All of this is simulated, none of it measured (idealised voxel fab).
process module | voxel ribs on slabs
cross-section cut | 270 nm wide | cells 5 nm
A cross-section is a grid of square cells, given in bands from the top down. A band is one or more rows of cells.
Each band's line starts with the height of the band's top and of its bottom, in nm. Then come its materials from left to right, each with its width in nm. One material with "throughout" fills the band from edge to edge. "air" is empty space.
Height 0 is the level under which the wafer as received is all one material. The lowest band goes on downwards, as in "0 down".
A width such as "30 to 40" changes by the same amount from each row of cells to the next, from the band's top row to its bottom row.
"no change" after a step means that no cell of the cross-section changed.
closed voids: empty space of 8 cells or more with no open way to the top, each as width x height at its distance from the left edge, in nm
after a step's settings: what the simulator itself notes on the step
overlay nm, on a step with a mask: how far to the right of its planned place the mask lay; to the left if negative
plan
1 op RECEIVE | material Si
2 op DIRECTIONAL_DEP | material SiO2 | thk nm 30
3 op DIRECTIONAL_DEP | material SiN | thk nm 20
4 op PATTERN | tone cover | mask id RIB | material resist | width nm 25 | thk nm 20 | overlay nm 0
5 op DIRECTIONAL_ETCH | etch materials SiN | depth nm 15
6 op STRIP | etch materials resist
7 op PATTERN | tone cover | mask id SLAB | material resist | width nm 55 | thk nm 20 | overlay nm 0
8 op DIRECTIONAL_ETCH | etch materials SiN | depth nm 5
9 op STRIP | etch materials resist
10 op FILL_DEP | material SiO2 | thk nm 15
11 op CMP | height nm 60
12 op DIRECTIONAL_DEP | material W | thk nm 10
13 op MASKED_ETCH | tone cover | mask id HEATER | width nm 35 | etch materials W | depth nm 10 | overlay nm 0
14 op CONFORMAL_DEP | material SiN | thk nm 5
as received, after step 1
  0 down: Si throughout
  closed voids: none
first wafer at the end, as planned
  75 to 70: air 110 | SiN 45 | air 115
  70 to 65: air 110 | SiN 5 | W 35 | SiN 5 | air 115
  65 to 60: SiN 115 | W 35 | SiN 120
  60 to 50: SiO2 throughout
  50 to 35: SiO2 120 | SiN 25 | SiO2 125
  35 to 30: SiO2 105 | SiN 55 | SiO2 110
  30 to 0: SiO2 throughout
  0 down: Si throughout
  closed voids: none
second wafer at the end: like start, like plan, one mistake
  70 to 60: air 115 | W 35 | air 120
  60 to 50: SiO2 throughout
  50 to 35: SiO2 120 | SiN 25 | SiO2 125
  35 to 30: SiO2 105 | SiN 55 | SiO2 110
  30 to 0: SiO2 throughout
  0 down: Si throughout
  closed voids: none
what went wrong: step 14 was left out
at the end the second wafer has, in cells: 58 fewer of SiN
